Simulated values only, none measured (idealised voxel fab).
Process module, titled voxel double patterning
It is cross-section cut that appears here, measuring 230 nm in width, its square cells being 5 nm in size.
Format of a cross-section: grid, square cells. Given as bands. Order: top down. Band: one or more rows of cells. This entry defines a band. It first specifies the height of the band's top and the height of its bottom in nm, and then specifies the band's materials from left to right, stating each material with its width in nm. The word "throughout" identifies a single material that fills the band from edge to edge, while the word "empty" identifies empty space. Zero point of the height axis is 0; under it, received wafer = one material. Lowest band: continues down indefinitely, "0 down". A two-number width, for instance "30->40", indicates that the width is equal to the first number in the top row of the band and to the second number in the bottom row, and that it changes by a constant amount per row of cells. "all unchanged" after a step means that no cell of the cross-section changed. Empty spaces without an open route to the top, at least 8 cells in extent, make up the entry "Cavities, closed"; each is given as width x height at distance, where the distance is measured from the left edge, and all are in nm. Anything after a step's settings on that line? It's the simulator's own note about the step. overlay nm: mask offset rightward from planned place, masked step; negative means leftward offset.
Set out below are the planned steps of the process
1,RECEIVE: material Si
2,CONFORMAL_DEP: material SiO2, thk nm 5
3,DIRECTIONAL_DEP: material TiN, thk nm 10
4,DIRECTIONAL_DEP: material SiCN, thk nm 5
5,DIRECTIONAL_DEP: material aC, thk nm 15
6,PATTERN: tone open, mask id FIRST, material resist, width nm 15, pitch nm 50, thk nm 30, overlay nm 0
7,DIRECTIONAL_ETCH: etch materials aC, depth nm 15
8,STRIP: etch materials resist
9,DIRECTIONAL_ETCH: etch materials SiCN, depth nm 5
10,STRIP: etch materials aC
11,MASKED_ETCH: tone open, mask id SECOND, width nm 15, etch materials SiCN, depth nm 5, overlay nm 0
12,DIRECTIONAL_ETCH: etch materials TiN, depth nm 10
13,STRIP: etch materials SiCN
The cross-section here shows the wafer as received, i.e. in its state after step 1
  0 down: Si throughout
  Cavities, closed: none
Cross-section taken at module completion on the first of two wafers; processed per the plan
  15 to 5: TiN 80 nm | empty 15 nm | TiN 10 nm | empty 15 nm | TiN 10 nm | empty 15 nm | TiN 85 nm
  5 to 0: SiO2 throughout
  0 down: Si throughout
  Cavities, closed: none
Here is the second of the two wafers cut open at the end of the module - same start, same plan as the first one, but we made one mistake running it
  15 to 10: SiO2 throughout
  10 to 0: TiN throughout
  0 down: Si throughout
  Cavities, closed: none
What was done differently from what was planned? steps 2 and 3: order swapped relative to plan
End of process, cell counts, second wafer against first, materials with more or fewer: TiN: 18 more
